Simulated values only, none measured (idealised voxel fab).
Process module in this document: voxel released beams
Cross-section cut spans 295 nm and uses square cells 5 nm in size.
Each cross-section below is a grid of square cells, stated as bands in top-down order, with one or more rows of cells making up each band.
Heights first: top, then bottom, in nm. Then materials, left to right, each with a width in nm. "all across" on a single material: fills the band edge to edge. "empty": empty space.
Heights are expressed relative to 0, this being the level below which the as-received wafer comprises one material exclusively. The lowest band is unbounded in the downward direction and is denoted as in "0 nm and below".
The two numbers in a width such as "30 to 40" mark its ends across the band: the first belongs to the top row of cells, the second to the bottom row, and from each row to the next the width moves by the same amount.
The cross-section has no changed cell in any step marked "no change occurred".
In "Closed void entries" the enclosed voids are listed, meaning empty spaces of 8 cells or larger without any opening to the top. The form is width x height at distance, distance from the left edge, units nm.
after a step's settings: what the simulator itself notes on the step
When a step includes a mask, the "overlay nm" setting on its line states how far to the right of its planned place that mask lay, and negative values state how far to the left.

So here's the lineup of process steps we planned:
| 1 | RECEIVE | material Si |
| 2 | CONFORMAL_DEP | material SiN | thk nm 5 |
| 3 | DIRECTIONAL_DEP | material SiO2 | thk nm 10 |
| 4 | PATTERN | tone open | mask id ANCHOR | material resist | width nm 40 | thk nm 20 | overlay nm 0 |
| 5 | DIRECTIONAL_ETCH | etch materials SiO2 | depth nm 10 |
| 6 | STRIP | etch materials resist |
| 7 | CONFORMAL_DEP | material TiN | thk nm 15 |
| 8 | DIRECTIONAL_DEP | material aC | thk nm 10 |
| 9 | PATTERN | tone cover | mask id BEAM | material resist | width nm 120 | thk nm 25 | overlay nm 0 |
| 10 | DIRECTIONAL_ETCH | etch materials aC | depth nm 10 |
| 11 | STRIP | etch materials resist |
| 12 | DIRECTIONAL_ETCH | etch materials TiN | depth nm 15 |
| 13 | STRIP | etch materials aC |
| 14 | STRIP | etch materials SiO2 |

As received (post step 1): cross-section:
  0 nm and below | Si all across
  Closed void entries: none

Below is the wafer in cross-section after the module was completed. It began from the starting point shown above and followed the plan shown above, except that one mistake was made while running it:
  30 nm to 20 nm | empty (85), TiN (20), empty (10), TiN (90), empty (90)
  20 nm to 15 nm | empty (85), TiN (120), empty (90)
  15 nm to 5 nm | empty (90), TiN (40), empty (165)
  5 nm to 0 nm | aC all across
  0 nm and below | Si all across
  Closed void entries: none
Run error: it should be noted that step 2 was executed with settings other than those planned, the operation and settings actually applied being CONFORMAL_DEP | material aC | thk nm 5
